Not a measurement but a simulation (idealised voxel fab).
This section sets out a process module, namely voxel self aligned contacts.
295 nm wide, 5 nm square cells: that's cross-section cut.
Heads up, the way a cross-section reads in here is a grid of square cells, handed over as bands from the top down, with every band being one or more rows of cells.
Look at the band entry: it leads with the top's height and the bottom's height in nm. Then it lists the materials left to right, with a width in nm for each. The word "all across" on a single material says that material fills the band edge to edge. The word "air" is empty space.
Below 0: as-received wafer, all one material; heights counted from there. Lowest band: no bottom, goes on down, written "z 0 and below".
So if you see something like "30 to 40" for the width, read it as the top row of the band sitting at the first number and the bottom row at the second, with every row in between moving by the same amount as the last.
For the purposes of this document, the phrase "remains unaltered" attached to a step denotes that no cell within the cross-section was modified by that step.
Empty spaces without an open route to the top, at least 8 cells in extent, make up the entry "Unvented cavities"; each is given as width x height at distance, where the distance is measured from the left edge, and all are in nm.
Post-settings text on a step line: simulator's own remark regarding the step.
Steps that use a mask can have "overlay nm" on their line. It says how far the mask sat to the right of where it was meant to be. Negative means to the left.
### Listed below are the process steps as planned
1) RECEIVE, material Si
2) CONFORMAL_DEP, material SiO2, thk nm 5
3) DIRECTIONAL_DEP, material polySi, thk nm 20
4) DIRECTIONAL_DEP, material SiN, thk nm 20
5) DIRECTIONAL_DEP, material aC, thk nm 10
6) PATTERN, tone cover, mask id GATE, material resist, width nm 30, pitch nm 75, thk nm 25, overlay nm 0
7) DIRECTIONAL_ETCH, etch materials aC, depth nm 10
8) STRIP, etch materials resist
9) DIRECTIONAL_ETCH, etch materials SiN, depth nm 20
10) DIRECTIONAL_ETCH, etch materials polySi, depth nm 20
11) STRIP, etch materials aC
12) CONFORMAL_DEP, material SiN, thk nm 10
13) DIRECTIONAL_ETCH, etch materials SiN, depth nm 10
14) FILL_DEP, material SiO2, thk nm 20
15) CMP, height nm 55
16) DIRECTIONAL_DEP, material aC, thk nm 15
17) PATTERN, tone open, mask id CONTACT, material resist, width nm 55, thk nm 30, overlay nm 0
18) DIRECTIONAL_ETCH, etch materials aC, depth nm 15
19) STRIP, etch materials resist
20) DIRECTIONAL_ETCH, etch materials SiO2, depth nm 55
21) STRIP, etch materials aC
22) CONFORMAL_DEP, material TiN, thk nm 5
23) FILL_DEP, material W, thk nm 5
24) CMP, height nm 55
25) CONFORMAL_DEP, material SiN, thk nm 5
### Cross-section of the wafer upon arrival, representing the state reached after step 1
  z 0 and below: Si all across
  Unvented cavities: none
### Cross-section: first of two wafers, module finished, run according to plan
  z 60 to 55: SiN all across
  z 55 to 45: SiO2: 120  TiN: 5 to 20  W: 45 to 15  TiN: 5 to 20  SiO2: 120
  z 45 to 25: SiO2: 85  SiN: 50  TiN: 5  W: 15  TiN: 5  SiN: 50  SiO2: 85
  z 25 to 5: SiO2: 85  SiN: 10  polySi: 30  SiN: 10  TiN: 5  W: 15  TiN: 5  SiN: 10  polySi: 30  SiN: 10  SiO2: 85
  z 5 to 0: SiO2: 135  TiN: 25  SiO2: 135
  z 0 and below: Si all across
  Unvented cavities: none
### This is the second of the two wafers, cross-sectioned at the end of the module; it started exactly like the first and was given the same plan, but it was run with one mistake
  z 60 to 55: SiN all across
  z 55 to 45: SiO2: 120  TiN: 5 to 20  W: 45 to 15  TiN: 5 to 20  SiO2: 120
  z 45 to 25: SiO2: 85  SiN: 50  TiN: 5  W: 15  TiN: 5  SiN: 50  SiO2: 85
  z 25 to 10: SiO2: 85  SiN: 10  polySi: 30  SiN: 10  TiN: 5  W: 15  TiN: 5  SiN: 10  polySi: 30  SiN: 10  SiO2: 85
  z 10 to 5: SiO2: 85  SiN: 10  polySi: 30  SiN: 10  TiN: 25  SiN: 10  polySi: 30  SiN: 10  SiO2: 85
  z 5 to 0: SiN all across
  z 0 and below: Si all across
  Unvented cavities: none
Processing error: step 2 was processed under conditions differing from the plan, specifically as CONFORMAL_DEP, material SiN, thk nm 5
In the final state, the cell counts of the second wafer exceed or fall short of those of the first for the following materials: 59 more of SiN, 54 fewer of SiO2, 2 fewer of TiN, 3 fewer of W
